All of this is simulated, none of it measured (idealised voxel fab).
process module | voxel plated lines
cross-section cut | 300 nm wide | cells 5 nm
A cross-section is a grid of square cells, given in bands from the top down. A band is one or more rows of cells.
Each band's line starts with the height of the band's top and of its bottom, in nm. Then come its materials from left to right, each with its width in nm. One material with "throughout" fills the band from edge to edge. "air" is empty space.
Height 0 is the level under which the wafer as received is all one material. The lowest band goes on downwards, as in "0 down".
A width such as "30 to 40" changes by the same amount from each row of cells to the next, from the band's top row to its bottom row.
"no change" after a step means that no cell of the cross-section changed.
closed voids: empty space of 8 cells or more with no open way to the top, each as width x height at its distance from the left edge, in nm
after a step's settings: what the simulator itself notes on the step
overlay nm, on a step with a mask: how far to the right of its planned place the mask lay; to the left if negative
plan
1 op RECEIVE | material Si
2 op CONFORMAL_DEP | material Al2O3 | thk nm 10
3 op DIRECTIONAL_DEP | material TiN | thk nm 5
4 op PATTERN | tone open | mask id LINES | material resist | width nm 15 | pitch nm 45 | thk nm 35 | overlay nm 0
5 op EPI | material Ru | thk nm 10
6 op EPI | material Ru | thk nm 10
7 op EPI | material Ru | thk nm 10
8 op STRIP | etch materials resist
9 op DIRECTIONAL_ETCH | etch materials TiN | depth nm 5
10 op CONFORMAL_DEP | material SiN | thk nm 5
as received, after step 1
  0 down: Si throughout
  closed voids: none
a wafer at the end: this start, this plan, one mistake
  60 to 55: air 85 | SiN 35 | air 10 | SiN 35 | air 10 | SiN 35 | air 90
  55 to 45: air 85 | SiN 5 to 10 | Ru 25 to 15 | SiN 5 to 10 | air 10 | SiN 5 to 10 | Ru 25 to 15 | SiN 5 to 10 | air 10 | SiN 5 to 10 | Ru 25 to 15 | SiN 5 to 10 | air 90
  45 to 20: air 90 | SiN 5 | Ru 15 | SiN 5 | air 20 | SiN 5 | Ru 15 | SiN 5 | air 20 | SiN 5 | Ru 15 | SiN 5 | air 95
  20 to 15: air 85 | SiN 10 | Ru 15 | SiN 10 | air 10 | SiN 10 | Ru 15 | SiN 10 | air 10 | SiN 10 | Ru 15 | SiN 10 | air 90
  15 to 10: SiN 90 | TiN 25 | SiN 20 | TiN 25 | SiN 20 | TiN 25 | SiN 95
  10 to 0: Al2O3 throughout
  0 down: Si throughout
  closed voids: none
what went wrong: one of the steps 5, 6 and 7, which are alike, was run twice
